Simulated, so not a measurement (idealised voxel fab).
Module name: voxel wiring stack (process module)
Cross-section cut: width 190 nm, square cells of 5 nm.
In what follows, cross-sections appear as grids of square cells, described through bands that run from the top down, where every band is one or more rows of cells. The band entry comprises the height of the band's top followed by the height of its bottom, expressed in nm, and subsequently the band's materials from left to right, each stated together with its width in nm. Where a single material is marked with the word "edge to edge", that material fills the band from edge to edge. The word "air" represents empty space. It should be noted that heights are counted from 0, beneath which the wafer as supplied is of one material throughout, and that the lowest band possesses no lower boundary but continues downward, as written in "z 0 and below". Width spec "30->40" -> top row of cells at first value, bottom row at second value, equal per-row change in between. "all unchanged" for a step: no cell of the cross-section changed in that step. "Enclosed internal voids" - sealed voids, min. 8 cells, no opening to top; format: width x height at distance (distance from left edge; nm throughout). On a step's line, text after the settings is the simulator commenting on that step. Regarding "overlay nm": on a step with a mask, it is the distance the mask lay to the right of its planned place; a negative value places it to the left. Below you will find pairs of cross-sections. In each, one shows the wafer before one process step and the other after it, with the after view ending at the lowest band that changed. Under each pair is the step separating them, along with its settings. Do not assume the pairs form a chain: they can come from different runs of this module on the same starting wafer, and a pair continues from the pair above it only when its "Prior to step" entry says so.

**Prior to step**
    z 125 to 110  SiO2 65  TiN 5  Cu 10  TiN 5  SiO2 20  TiN 5  Cu 10  TiN 5  SiO2 65
    z 110 to 105  SiCN 65  TiN 20  SiCN 20  TiN 20  SiCN 65
    z 105 to 90  lowk 65  TiN 5  Cu 5  TiN 5  lowk 110
    z 90 to 85  SiCN 65  TiN 15  SiCN 110
    z 85 to 80  lowk 65  TiN 5  Ru 5  TiN 10  lowk 20  TiN 5  Ru 5  TiN 10  lowk 65
    z 80 to 70  lowk 65  TiN 5  Ru 5  TiN 5  lowk 25  TiN 5  Ru 5  TiN 5  lowk 70
    z 70 to 65  SiCN 65  TiN 15  SiCN 25  TiN 15  SiCN 70
    z 65 to 60  Ru edge to edge
    z 60 to 50  W edge to edge
    z 50 to 45  TiN 70  W 10  TiN 30  W 10  TiN 70
    z 45 to 20  lowk 65  TiN 5  W 10  TiN 5  lowk 20  TiN 5  W 10  TiN 5  lowk 65
    z 20 to 15  SiN 65  TiN 20  SiN 20  TiN 20  SiN 65
    z 15 to 0  SiO2 edge to edge
    z 0 and below  Si edge to edge
    Enclosed internal voids: none

**As Processed**
    z 130 to 125  SiN edge to edge
    Under 125: no change, same as before.
    Enclosed internal voids: none
Relating the two cross-sections above, the step in between is CONFORMAL_DEP,material SiN,thk nm 5

**Prior to step**
    z 15 to 0  SiO2 edge to edge
    z 0 and below  Si edge to edge
    Enclosed internal voids: none

**As Processed**
    z 30 to 0  SiO2 edge to edge
    Under 0: no change, same as before.
    Enclosed internal voids: none
Relating the two cross-sections above, the step in between is CONFORMAL_DEP,material SiO2,thk nm 15

Prior to step: This step starts from the configuration shown after the step in the pair immediately above.

**As Processed**
    z 35 to 30  SiN edge to edge
    Under 30: no change, same as before.
    Enclosed internal voids: none
Relating the two cross-sections above, the step in between is CONFORMAL_DEP,material SiN,thk nm 5

Prior to step: This step starts from the configuration shown after the step in the pair immediately above.

**As Processed**
    z 60 to 35  lowk edge to edge
    Under 35: no change, same as before.
    Enclosed internal voids: none
Relating the two cross-sections above, the step in between is DIRECTIONAL_DEP,material lowk,thk nm 25

Prior to step: This step starts from the configuration shown after the step in the pair immediately above.

**As Processed**
    z 75 to 60  resist 65  air 20  resist 20  air 20  resist 65
    Under 60: no change, same as before.
    Enclosed internal voids: none
Relating the two cross-sections above, the step in between is PATTERN,tone open,mask id METAL_1,material resist,width nm 20,pitch nm 40,thk nm 15,overlay nm 0

Prior to step: This step starts from the configuration shown after the step in the pair immediately above.

**As Processed**
    z 75 to 60  resist 65  air 20  resist 20  air 20  resist 65
    z 60 to 35  lowk 65  air 20  lowk 20  air 20  lowk 65
    Under 35: no change, same as before.
    Enclosed internal voids: none
Relating the two cross-sections above, the step in between is DIRECTIONAL_ETCH,etch materials lowk,depth nm 25

Prior to step: This step starts from the configuration shown after the step in the pair immediately above.

**As Processed**
    z 75 to 60  resist 65  air 20  resist 20  air 20  resist 65
    z 60 to 35  lowk 65  air 20  lowk 20  air 20  lowk 65
    z 35 to 30  SiN 65  air 20  SiN 20  air 20  SiN 65
    Under 30: no change, same as before.
    Enclosed internal voids: none
Relating the two cross-sections above, the step in between is DIRECTIONAL_ETCH,etch materials SiN,depth nm 5

Prior to step: This step starts from the configuration shown after the step in the pair immediately above.

**As Processed**
    z 60 to 35  lowk 65  air 20  lowk 20  air 20  lowk 65
    Under 35: no change, same as before.
    Enclosed internal voids: none
Relating the two cross-sections above, the step in between is STRIP,etch materials resist

Prior to step: This step starts from the configuration shown after the step in the pair immediately above.

**As Processed**
    z 65 to 60  TiN 70  air 10  TiN 30  air 10  TiN 70
    z 60 to 35  lowk 65  TiN 5  air 10  TiN 5  lowk 20  TiN 5  air 10  TiN 5  lowk 65
    z 35 to 30  SiN 65  TiN 20  SiN 20  TiN 20  SiN 65
    Under 30: no change, same as before.
    Enclosed internal voids: none
Relating the two cross-sections above, the step in between is CONFORMAL_DEP,material TiN,thk nm 5

Prior to step: This step starts from the configuration shown after the step in the pair immediately above.

**As Processed**
    z 75 to 65  W edge to edge
    z 65 to 60  TiN 70  W 10  TiN 30  W 10  TiN 70
    z 60 to 35  lowk 65  TiN 5  W 10  TiN 5  lowk 20  TiN 5  W 10  TiN 5  lowk 65
    Under 35: no change, same as before.
    Enclosed internal voids: none
Relating the two cross-sections above, the step in between is FILL_DEP,material W,thk nm 10

Prior to step: This step starts from the configuration shown after the step in the pair immediately above.

**As Processed**
    z 45 to 35  lowk 65  TiN 5  W 10  TiN 5  lowk 20  TiN 5  W 10  TiN 5  lowk 65
    Under 35: no change, same as before.
    Enclosed internal voids: none
Relating the two cross-sections above, the step in between is CMP,height nm 45

Prior to step: This step starts from the configuration shown after the step in the pair immediately above.

**As Processed**
    z 50 to 45  air 60  Ru 30  air 10  Ru 30  air 60
    Under 45: no change, same as before.
    Enclosed internal voids: none
Relating the two cross-sections above, the step in between is EPI,material Ru,thk nm 5

Prior to step: This step starts from the configuration shown after the step in the pair immediately above.

**As Processed**
    z 55 to 50  SiCN edge to edge
    z 50 to 45  SiCN 60  Ru 30  SiCN 10  Ru 30  SiCN 60
    Under 45: no change, same as before.
    Enclosed internal voids: none
Relating the two cross-sections above, the step in between is FILL_DEP,material SiCN,thk nm 5

Prior to step: This step starts from the configuration shown after the step in the pair immediately above.

**As Processed**
    z 85 to 55  lowk edge to edge
    Under 55: no change, same as before.
    Enclosed internal voids: none
Relating the two cross-sections above, the step in between is DIRECTIONAL_DEP,material lowk,thk nm 30

Prior to step: This step starts from the configuration shown after the step in the pair immediately above.

**As Processed**
    z 95 to 85  aC edge to edge
    Under 85: no change, same as before.
    Enclosed internal voids: none
Relating the two cross-sections above, the step in between is DIRECTIONAL_DEP,material aC,thk nm 10

Prior to step: This step starts from the configuration shown after the step in the pair immediately above.

**As Processed**
    z 120 to 95  resist 65  air 20  resist 20  air 20  resist 65
    Under 95: no change, same as before.
    Enclosed internal voids: none
Relating the two cross-sections above, the step in between is PATTERN,tone open,mask id METAL_2,material resist,width nm 20,pitch nm 40,thk nm 25,overlay nm 0

Prior to step: This step starts from the configuration shown after the step in the pair immediately above.

**As Processed**
    z 110 to 95  resist 65  air 20  resist 20  air 20  resist 65
    z 95 to 85  aC 65  air 20  aC 20  air 20  aC 65
    Under 85: no change, same as before.
    Enclosed internal voids: none
Relating the two cross-sections above, the step in between is DIRECTIONAL_ETCH,etch materials aC,depth nm 10

Prior to step: This step starts from the configuration shown after the step in the pair immediately above.

**As Processed**
    z 95 to 85  aC 65  air 20  aC 20  air 20  aC 65
    Under 85: no change, same as before.
    Enclosed internal voids: none
Relating the two cross-sections above, the step in between is STRIP,etch materials resist

Prior to step: This step starts from the configuration shown after the step in the pair immediately above.

**As Processed**
    z 95 to 85  aC 65  air 20  aC 20  air 20  aC 65
    z 85 to 65  lowk 65  air 20  lowk 20  air 20  lowk 65
    Under 65: no change, same as before.
    Enclosed internal voids: none
Relating the two cross-sections above, the step in between is DIRECTIONAL_ETCH,etch materials lowk,depth nm 20

Prior to step: This step starts from the configuration shown after the step in the pair immediately above.

**As Processed**
    z 85 to 65  lowk 65  air 20  lowk 20  air 20  lowk 65
    Under 65: no change, same as before.
    Enclosed internal voids: none
Relating the two cross-sections above, the step in between is STRIP,etch materials aC

Prior to step: This step starts from the configuration shown after the step in the pair immediately above.

**As Processed**
    z 105 to 85  resist 65  air 15  resist 25  air 15  resist 70
    z 85 to 65  lowk 65  air 15  resist 5  lowk 20  air 15  resist 5  lowk 65
    Under 65: no change, same as before.
    Enclosed internal voids: none
Relating the two cross-sections above, the step in between is PATTERN,tone open,mask id METAL_2_HOLES,material resist,width nm 15,pitch nm 40,thk nm 20,overlay nm 0

Prior to step: This step starts from the configuration shown after the step in the pair immediately above.

**As Processed**
    z 105 to 85  resist 65  air 15  resist 25  air 15  resist 70
    z 85 to 65  lowk 65  air 15  resist 5  lowk 20  air 15  resist 5  lowk 65
    z 65 to 55  lowk 65  air 15  lowk 25  air 15  lowk 70
    Under 55: no change, same as before.
    Enclosed internal voids: none
Relating the two cross-sections above, the step in between is DIRECTIONAL_ETCH,etch materials lowk,depth nm 10

Prior to step: This step starts from the configuration shown after the step in the pair immediately above.

**As Processed**
    z 105 to 85  resist 65  air 15  resist 25  air 15  resist 70
    z 85 to 65  lowk 65  air 15  resist 5  lowk 20  air 15  resist 5  lowk 65
    z 65 to 55  lowk 65  air 15  lowk 25  air 15  lowk 70
    z 55 to 50  SiCN 65  air 15  SiCN 25  air 15  SiCN 70
    Under 50: no change, same as before.
    Enclosed internal voids: none
Relating the two cross-sections above, the step in between is DIRECTIONAL_ETCH,etch materials SiCN,depth nm 5

Prior to step: This step starts from the configuration shown after the step in the pair immediately above.

**As Processed**
    z 85 to 65  lowk 65  air 20  lowk 20  air 20  lowk 65
    Under 65: no change, same as before.
    Enclosed internal voids: none
Relating the two cross-sections above, the step in between is STRIP,etch materials resist

Prior to step: This step starts from the configuration shown after the step in the pair immediately above.

**As Processed**
    z 90 to 85  TiN 70  air 10  TiN 30  air 10  TiN 70
    z 85 to 70  lowk 65  TiN 5  air 10  TiN 5  lowk 20  TiN 5  air 10  TiN 5  lowk 65
    z 70 to 65  lowk 65  TiN 5  air 5  TiN 10  lowk 20  TiN 5  air 5  TiN 10  lowk 65
    z 65 to 55  lowk 65  TiN 5  air 5  TiN 5  lowk 25  TiN 5  air 5  TiN 5  lowk 70
    z 55 to 50  SiCN 65  TiN 15  SiCN 25  TiN 15  SiCN 70
    Under 50: no change, same as before.
    Enclosed internal voids: none
Relating the two cross-sections above, the step in between is CONFORMAL_DEP,material TiN,thk nm 5

Prior to step: This step starts from the configuration shown after the step in the pair immediately above.

**As Processed**
    z 95 to 90  Ru edge to edge
    z 90 to 85  TiN 70  Ru 10  TiN 30  Ru 10  TiN 70
    z 85 to 70  lowk 65  TiN 5  Ru 10  TiN 5  lowk 20  TiN 5  Ru 10  TiN 5  lowk 65
    z 70 to 65  lowk 65  TiN 5  Ru 5  TiN 10  lowk 20  TiN 5  Ru 5  TiN 10  lowk 65
    z 65 to 55  lowk 65  TiN 5  Ru 5  TiN 5  lowk 25  TiN 5  Ru 5  TiN 5  lowk 70
    Under 55: no change, same as before.
    Enclosed internal voids: none
Relating the two cross-sections above, the step in between is FILL_DEP,material Ru,thk nm 5

Prior to step: This step starts from the configuration shown after the step in the pair immediately above.

**As Processed**
    z 85 to 70  lowk 65  TiN 5  Ru 10  TiN 5  lowk 20  TiN 5  Ru 10  TiN 5  lowk 65
    Under 70: no change, same as before.
    Enclosed internal voids: none
Relating the two cross-sections above, the step in between is CMP,height nm 85

Prior to step: This step starts from the configuration shown after the step in the pair immediately above.

**As Processed**
    z 90 to 85  SiCN edge to edge
    Under 85: no change, same as before.
    Enclosed internal voids: none
Relating the two cross-sections above, the step in between is CONFORMAL_DEP,material SiCN,thk nm 5

Prior to step: This step starts from the configuration shown after the step in the pair immediately above.

**As Processed**
    z 105 to 90  lowk edge to edge
    Under 90: no change, same as before.
    Enclosed internal voids: none
Relating the two cross-sections above, the step in between is DIRECTIONAL_DEP,material lowk,thk nm 15

Prior to step: This step starts from the configuration shown after the step in the pair immediately above.

**As Processed**
    z 120 to 105  aC edge to edge
    Under 105: no change, same as before.
    Enclosed internal voids: none
Relating the two cross-sections above, the step in between is DIRECTIONAL_DEP,material aC,thk nm 15

Prior to step: This step starts from the configuration shown after the step in the pair immediately above.

**As Processed**
    z 150 to 120  resist 65  air 15  resist 110
    Under 120: no change, same as before.
    Enclosed internal voids: none
Relating the two cross-sections above, the step in between is PATTERN,tone open,mask id PLUG_2,material resist,width nm 15,thk nm 30,overlay nm 0

Prior to step: This step starts from the configuration shown after the step in the pair immediately above.

**As Processed**
    z 135 to 120  resist 65  air 15  resist 110
    z 120 to 105  aC 65  air 15  aC 110
    Under 105: no change, same as before.
    Enclosed internal voids: none
Relating the two cross-sections above, the step in between is DIRECTIONAL_ETCH,etch materials aC,depth nm 15

Prior to step: This step starts from the configuration shown after the step in the pair immediately above.

**As Processed**
    z 120 to 105  aC 65  air 15  aC 110
    Under 105: no change, same as before.
    Enclosed internal voids: none
Relating the two cross-sections above, the step in between is STRIP,etch materials resist

Prior to step: This step starts from the configuration shown after the step in the pair immediately above.

**As Processed**
    z 120 to 105  aC 65  air 15  aC 110
    z 105 to 90  lowk 65  air 15  lowk 110
    Under 90: no change, same as before.
    Enclosed internal voids: none
Relating the two cross-sections above, the step in between is DIRECTIONAL_ETCH,etch materials lowk,depth nm 15

Prior to step: This step starts from the configuration shown after the step in the pair immediately above.

**As Processed**
    z 120 to 105  aC 65  air 15  aC 110
    z 105 to 90  lowk 65  air 15  lowk 110
    z 90 to 85  SiCN 65  air 15  SiCN 110
    Under 85: no change, same as before.
    Enclosed internal voids: none
Relating the two cross-sections above, the step in between is DIRECTIONAL_ETCH,etch materials SiCN,depth nm 5

Prior to step: This step starts from the configuration shown after the step in the pair immediately above.

**As Processed**
    z 105 to 90  lowk 65  air 15  lowk 110
    Under 90: no change, same as before.
    Enclosed internal voids: none
Relating the two cross-sections above, the step in between is STRIP,etch materials aC

Prior to step: This step starts from the configuration shown after the step in the pair immediately above.

**As Processed**
    z 110 to 105  TiN 70  air 5  TiN 115
    z 105 to 90  lowk 65  TiN 5  air 5  TiN 5  lowk 110
    z 90 to 85  SiCN 65  TiN 15  SiCN 110
    Under 85: no change, same as before.
    Enclosed internal voids: none
Relating the two cross-sections above, the step in between is CONFORMAL_DEP,material TiN,thk nm 5

Prior to step: This step starts from the configuration shown after the step in the pair immediately above.

**As Processed**
    z 115 to 110  Cu edge to edge
    z 110 to 105  TiN 70  Cu 5  TiN 115
    z 105 to 90  lowk 65  TiN 5  Cu 5  TiN 5  lowk 110
    Under 90: no change, same as before.
    Enclosed internal voids: none
Relating the two cross-sections above, the step in between is FILL_DEP,material Cu,thk nm 5

Prior to step: This step starts from the configuration shown after the step in the pair immediately above.

**As Processed**
    z 105 to 90  lowk 65  TiN 5  Cu 5  TiN 5  lowk 110
    Under 90: no change, same as before.
    Enclosed internal voids: none
Relating the two cross-sections above, the step in between is CMP,height nm 105

Prior to step: This step starts from the configuration shown after the step in the pair immediately above.

**As Processed**
    z 110 to 105  SiCN edge to edge
    Under 105: no change, same as before.
    Enclosed internal voids: none
Relating the two cross-sections above, the step in between is CONFORMAL_DEP,material SiCN,thk nm 5

Prior to step: This step starts from the configuration shown after the step in the pair immediately above.

**As Processed**
    z 125 to 110  SiO2 edge to edge
    Under 110: no change, same as before.
    Enclosed internal voids: none
Relating the two cross-sections above, the step in between is DIRECTIONAL_DEP,material SiO2,thk nm 15

Prior to step: This step starts from the configuration shown after the step in the pair immediately above.

**As Processed**
    z 145 to 125  resist 65  air 20  resist 20  air 20  resist 65
    Under 125: no change, same as before.
    Enclosed internal voids: none
Relating the two cross-sections above, the step in between is PATTERN,tone open,mask id METAL_3,material resist,width nm 20,pitch nm 40,thk nm 20,overlay nm 0

Prior to step: This step starts from the configuration shown after the step in the pair immediately above.

**As Processed**
    z 145 to 125  resist 65  air 20  resist 20  air 20  resist 65
    z 125 to 110  SiO2 65  air 20  SiO2 20  air 20  SiO2 65
    Under 110: no change, same as before.
    Enclosed internal voids: none
Relating the two cross-sections above, the step in between is DIRECTIONAL_ETCH,etch materials SiO2,depth nm 15

Prior to step: This step starts from the configuration shown after the step in the pair immediately above.

**As Processed**
    z 145 to 125  resist 65  air 20  resist 20  air 20  resist 65
    z 125 to 110  SiO2 65  air 20  SiO2 20  air 20  SiO2 65
    z 110 to 105  SiCN 65  air 20  SiCN 20  air 20  SiCN 65
    Under 105: no change, same as before.
    Enclosed internal voids: none
Relating the two cross-sections above, the step in between is DIRECTIONAL_ETCH,etch materials SiCN,depth nm 5

Prior to step: This step starts from the configuration shown after the step in the pair immediately above.

**As Processed**
    z 125 to 110  SiO2 65  air 20  SiO2 20  air 20  SiO2 65
    Under 110: no change, same as before.
    Enclosed internal voids: none
Relating the two cross-sections above, the step in between is STRIP,etch materials resist

Prior to step: This step starts from the configuration shown after the step in the pair immediately above.

**As Processed**
    z 130 to 125  TiN 70  air 10  TiN 30  air 10  TiN 70
    z 125 to 110  SiO2 65  TiN 5  air 10  TiN 5  SiO2 20  TiN 5  air 10  TiN 5  SiO2 65
    z 110 to 105  SiCN 65  TiN 20  SiCN 20  TiN 20  SiCN 65
    Under 105: no change, same as before.
    Enclosed internal voids: none
Relating the two cross-sections above, the step in between is CONFORMAL_DEP,material TiN,thk nm 5

Prior to step: This step starts from the configuration shown after the step in the pair immediately above.

**As Processed**
    z 140 to 130  Cu edge to edge
    z 130 to 125  TiN 70  Cu 10  TiN 30  Cu 10  TiN 70
    z 125 to 110  SiO2 65  TiN 5  Cu 10  TiN 5  SiO2 20  TiN 5  Cu 10  TiN 5  SiO2 65
    Under 110: no change, same as before.
    Enclosed internal voids: none
Relating the two cross-sections above, the step in between is FILL_DEP,material Cu,thk nm 10

Prior to step: This step starts from the configuration shown after the step in the pair immediately above.

**As Processed**
    z 125 to 110  SiO2 65  TiN 5  Cu 10  TiN 5  SiO2 20  TiN 5  Cu 10  TiN 5  SiO2 65
    Under 110: no change, same as before.
    Enclosed internal voids: none
Relating the two cross-sections above, the step in between is CMP,height nm 125

Prior to step: This step starts from the configuration shown after the step in the pair immediately above.

**As Processed**
    z 130 to 125  SiN edge to edge
    Under 125: no change, same as before.
    Enclosed internal voids: none
Relating the two cross-sections above, the step in between is CONFORMAL_DEP,material SiN,thk nm 5

**Prior to step**
    z 105 to 90  lowk 65  TiN 5  Cu 5  TiN 5  lowk 110
    z 90 to 85  SiCN 65  TiN 15  SiCN 110
    z 85 to 70  lowk 65  TiN 5  Ru 10  TiN 5  lowk 20  TiN 5  Ru 10  TiN 5  lowk 65
    z 70 to 65  lowk 65  TiN 5  Ru 5  TiN 10  lowk 20  TiN 5  Ru 5  TiN 10  lowk 65
    z 65 to 55  lowk 65  TiN 5  Ru 5  TiN 5  lowk 25  TiN 5  Ru 5  TiN 5  lowk 70
    z 55 to 50  SiCN 65  TiN 15  SiCN 25  TiN 15  SiCN 70
    z 50 to 45  SiCN 60  Ru 30  SiCN 10  Ru 30  SiCN 60
    z 45 to 20  lowk 65  TiN 5  W 10  TiN 5  lowk 20  TiN 5  W 10  TiN 5  lowk 65
    z 20 to 15  SiN 65  TiN 20  SiN 20  TiN 20  SiN 65
    z 15 to 0  SiO2 edge to edge
    z 0 and below  Si edge to edge
    Enclosed internal voids: none

**As Processed**
    z 120 to 105  SiO2 edge to edge
    Under 105: no change, same as before.
    Enclosed internal voids: none
Relating the two cross-sections above, the step in between is DIRECTIONAL_DEP,material SiO2,thk nm 15

Prior to step: This step starts from the configuration shown after the step in the pair immediately above.

**As Processed**
    z 125 to 120  SiCN edge to edge
    Under 120: no change, same as before.
    Enclosed internal voids: none
Relating the two cross-sections above, the step in between is CONFORMAL_DEP,material SiCN,thk nm 5

Prior to step: This step starts from the configuration shown after the step in the pair immediately above.

**As Processed**
    z 145 to 125  resist 65  air 20  resist 20  air 20  resist 65
    Under 125: no change, same as before.
    Enclosed internal voids: none
Relating the two cross-sections above, the step in between is PATTERN,tone open,mask id METAL_3,material resist,width nm 20,pitch nm 40,thk nm 20,overlay nm 0

Prior to step: This step starts from the configuration shown after the step in the pair immediately above.

**As Processed**
    z 145 to 125  resist 65  air 20  resist 20  air 20  resist 65
    z 125 to 120  SiCN 65  air 20  SiCN 20  air 20  SiCN 65
    Under 120: no change, same as before.
    Enclosed internal voids: none
Relating the two cross-sections above, the step in between is DIRECTIONAL_ETCH,etch materials SiCN,depth nm 5

Prior to step: This step starts from the configuration shown after the step in the pair immediately above.

**As Processed**
    z 125 to 120  SiCN 65  air 20  SiCN 20  air 20  SiCN 65
    Under 120: no change, same as before.
    Enclosed internal voids: none
Relating the two cross-sections above, the step in between is STRIP,etch materials resist

Prior to step: This step starts from the configuration shown after the step in the pair immediately above.

**As Processed**
    z 130 to 125  TiN 70  air 10  TiN 30  air 10  TiN 70
    z 125 to 120  SiCN 65  TiN 20  SiCN 20  TiN 20  SiCN 65
    Under 120: no change, same as before.
    Enclosed internal voids: none
Relating the two cross-sections above, the step in between is CONFORMAL_DEP,material TiN,thk nm 5

Prior to step: This step starts from the configuration shown after the step in the pair immediately above.

**As Processed**
    z 140 to 130  Cu edge to edge
    z 130 to 125  TiN 70  Cu 10  TiN 30  Cu 10  TiN 70
    Under 125: no change, same as before.
    Enclosed internal voids: none
Relating the two cross-sections above, the step in between is FILL_DEP,material Cu,thk nm 10

Prior to step: This step starts from the configuration shown after the step in the pair immediately above.

**As Processed**
    z 125 to 120  SiCN 65  TiN 20  SiCN 20  TiN 20  SiCN 65
    Under 120: no change, same as before.
    Enclosed internal voids: none
Relating the two cross-sections above, the step in between is CMP,height nm 125

Prior to step: This step starts from the configuration shown after the step in the pair immediately above.

**As Processed**
    z 130 to 125  SiN edge to edge
    Under 125: no change, same as before.
    Enclosed internal voids: none
Relating the two cross-sections above, the step in between is CONFORMAL_DEP,material SiN,thk nm 5

**Prior to step**
    z 95 to 90  Ru edge to edge
    z 90 to 85  TiN 70  Ru 10  TiN 30  Ru 10  TiN 70
    z 85 to 70  lowk 65  TiN 5  Ru 10  TiN 5  lowk 20  TiN 5  Ru 10  TiN 5  lowk 65
    z 70 to 65  lowk 65  TiN 5  Ru 5  TiN 10  lowk 20  TiN 5  Ru 5  TiN 10  lowk 65
    z 65 to 55  lowk 65  TiN 5  Ru 5  TiN 5  lowk 25  TiN 5  Ru 5  TiN 5  lowk 70
    z 55 to 50  SiCN 65  TiN 15  SiCN 25  TiN 15  SiCN 70
    z 50 to 45  SiCN 60  Ru 30  SiCN 10  Ru 30  SiCN 60
    z 45 to 20  lowk 65  TiN 5  W 10  TiN 5  lowk 20  TiN 5  W 10  TiN 5  lowk 65
    z 20 to 15  SiN 65  TiN 20  SiN 20  TiN 20  SiN 65
    z 15 to 0  SiO2 edge to edge
    z 0 and below  Si edge to edge
    Enclosed internal voids: none

**As Processed**
    z 80 to 70  lowk 65  TiN 5  Ru 10  TiN 5  lowk 20  TiN 5  Ru 10  TiN 5  lowk 65
    Under 70: no change, same as before.
    Enclosed internal voids: none
Relating the two cross-sections above, the step in between is CMP,height nm 80

Prior to step: This step starts from the configuration shown after the step in the pair immediately above.

**As Processed**
    z 85 to 80  SiCN edge to edge
    Under 80: no change, same as before.
    Enclosed internal voids: none
Relating the two cross-sections above, the step in between is CONFORMAL_DEP,material SiCN,thk nm 5

Prior to step: This step starts from the configuration shown after the step in the pair immediately above.

**As Processed**
    z 100 to 85  lowk edge to edge
    Under 85: no change, same as before.
    Enclosed internal voids: none
Relating the two cross-sections above, the step in between is DIRECTIONAL_DEP,material lowk,thk nm 15

Prior to step: This step starts from the configuration shown after the step in the pair immediately above.

**As Processed**
    z 115 to 100  aC edge to edge
    Under 100: no change, same as before.
    Enclosed internal voids: none
Relating the two cross-sections above, the step in between is DIRECTIONAL_DEP,material aC,thk nm 15

Prior to step: This step starts from the configuration shown after the step in the pair immediately above.

**As Processed**
    z 145 to 115  resist 65  air 15  resist 110
    Under 115: no change, same as before.
    Enclosed internal voids: none
Relating the two cross-sections above, the step in between is PATTERN,tone open,mask id PLUG_2,material resist,width nm 15,thk nm 30,overlay nm 0

Prior to step: This step starts from the configuration shown after the step in the pair immediately above.

**As Processed**
    z 130 to 115  resist 65  air 15  resist 110
    z 115 to 100  aC 65  air 15  aC 110
    Under 100: no change, same as before.
    Enclosed internal voids: none
Relating the two cross-sections above, the step in between is DIRECTIONAL_ETCH,etch materials aC,depth nm 15

Prior to step: This step starts from the configuration shown after the step in the pair immediately above.

**As Processed**
    z 115 to 100  aC 65  air 15  aC 110
    Under 100: no change, same as before.
    Enclosed internal voids: none
Relating the two cross-sections above, the step in between is STRIP,etch materials resist

Prior to step: This step starts from the configuration shown after the step in the pair immediately above.

**As Processed**
    z 115 to 100  aC 65  air 15  aC 110
    z 100 to 85  lowk 65  air 15  lowk 110
    Under 85: no change, same as before.
    Enclosed internal voids: none
Relating the two cross-sections above, the step in between is DIRECTIONAL_ETCH,etch materials lowk,depth nm 15

Prior to step: This step starts from the configuration shown after the step in the pair immediately above.

**As Processed**
    z 115 to 100  aC 65  air 15  aC 110
    z 100 to 85  lowk 65  air 15  lowk 110
    z 85 to 80  SiCN 65  air 15  SiCN 110
    Under 80: no change, same as before.
    Enclosed internal voids: none
Relating the two cross-sections above, the step in between is DIRECTIONAL_ETCH,etch materials SiCN,depth nm 5

Prior to step: This step starts from the configuration shown after the step in the pair immediately above.

**As Processed**
    z 100 to 85  lowk 65  air 15  lowk 110
    Under 85: no change, same as before.
    Enclosed internal voids: none
Relating the two cross-sections above, the step in between is STRIP,etch materials aC

Prior to step: This step starts from the configuration shown after the step in the pair immediately above.

**As Processed**
    z 105 to 100  TiN 70  air 5  TiN 115
    z 100 to 85  lowk 65  TiN 5  air 5  TiN 5  lowk 110
    z 85 to 80  SiCN 65  TiN 15  SiCN 110
    Under 80: no change, same as before.
    Enclosed internal voids: none
Relating the two cross-sections above, the step in between is CONFORMAL_DEP,material TiN,thk nm 5

Prior to step: This step starts from the configuration shown after the step in the pair immediately above.

**As Processed**
    z 110 to 105  Cu edge to edge
    z 105 to 100  TiN 70  Cu 5  TiN 115
    z 100 to 85  lowk 65  TiN 5  Cu 5  TiN 5  lowk 110
    Under 85: no change, same as before.
    Enclosed internal voids: none
Relating the two cross-sections above, the step in between is FILL_DEP,material Cu,thk nm 5

Prior to step: This step starts from the configuration shown after the step in the pair immediately above.

**As Processed**
    z 105 to 100  TiN 70  Cu 5  TiN 115
    Under 100: no change, same as before.
    Enclosed internal voids: none
Relating the two cross-sections above, the step in between is CMP,height nm 105

Prior to step: This step starts from the configuration shown after the step in the pair immediately above.

**As Processed**
    z 110 to 105  SiCN edge to edge
    Under 105: no change, same as before.
    Enclosed internal voids: none
Relating the two cross-sections above, the step in between is CONFORMAL_DEP,material SiCN,thk nm 5

Prior to step: This step starts from the configuration shown after the step in the pair immediately above.

**As Processed**
    z 125 to 110  SiO2 edge to edge
    Under 110: no change, same as before.
    Enclosed internal voids: none
Relating the two cross-sections above, the step in between is DIRECTIONAL_DEP,material SiO2,thk nm 15

Prior to step: This step starts from the configuration shown after the step in the pair immediately above.

**As Processed**
    z 145 to 125  resist 65  air 20  resist 20  air 20  resist 65
    Under 125: no change, same as before.
    Enclosed internal voids: none
Relating the two cross-sections above, the step in between is PATTERN,tone open,mask id METAL_3,material resist,width nm 20,pitch nm 40,thk nm 20,overlay nm 0

Prior to step: This step starts from the configuration shown after the step in the pair immediately above.

**As Processed**
    z 145 to 125  resist 65  air 20  resist 20  air 20  resist 65
    z 125 to 110  SiO2 65  air 20  SiO2 20  air 20  SiO2 65
    Under 110: no change, same as before.
    Enclosed internal voids: none
Relating the two cross-sections above, the step in between is DIRECTIONAL_ETCH,etch materials SiO2,depth nm 15

Prior to step: This step starts from the configuration shown after the step in the pair immediately above.

**As Processed**
    z 145 to 125  resist 65  air 20  resist 20  air 20  resist 65
    z 125 to 110  SiO2 65  air 20  SiO2 20  air 20  SiO2 65
    z 110 to 105  SiCN 65  air 20  SiCN 20  air 20  SiCN 65
    Under 105: no change, same as before.
    Enclosed internal voids: none
Relating the two cross-sections above, the step in between is DIRECTIONAL_ETCH,etch materials SiCN,depth nm 5

Prior to step: This step starts from the configuration shown after the step in the pair immediately above.

**As Processed**
    z 125 to 110  SiO2 65  air 20  SiO2 20  air 20  SiO2 65
    Under 110: no change, same as before.
    Enclosed internal voids: none
Relating the two cross-sections above, the step in between is STRIP,etch materials resist

Prior to step: This step starts from the configuration shown after the step in the pair immediately above.

**As Processed**
    z 130 to 125  TiN 70  air 10  TiN 30  air 10  TiN 70
    z 125 to 110  SiO2 65  TiN 5  air 10  TiN 5  SiO2 20  TiN 5  air 10  TiN 5  SiO2 65
    z 110 to 105  SiCN 65  TiN 20  SiCN 20  TiN 20  SiCN 65
    Under 105: no change, same as before.
    Enclosed internal voids: none
Relating the two cross-sections above, the step in between is CONFORMAL_DEP,material TiN,thk nm 5

Prior to step: This step starts from the configuration shown after the step in the pair immediately above.

**As Processed**
    z 140 to 130  Cu edge to edge
    z 130 to 125  TiN 70  Cu 10  TiN 30  Cu 10  TiN 70
    z 125 to 110  SiO2 65  TiN 5  Cu 10  TiN 5  SiO2 20  TiN 5  Cu 10  TiN 5  SiO2 65
    Under 110: no change, same as before.
    Enclosed internal voids: none
Relating the two cross-sections above, the step in between is FILL_DEP,material Cu,thk nm 10

Prior to step: This step starts from the configuration shown after the step in the pair immediately above.

**As Processed**
    z 125 to 110  SiO2 65  TiN 5  Cu 10  TiN 5  SiO2 20  TiN 5  Cu 10  TiN 5  SiO2 65
    Under 110: no change, same as before.
    Enclosed internal voids: none
Relating the two cross-sections above, the step in between is CMP,height nm 125
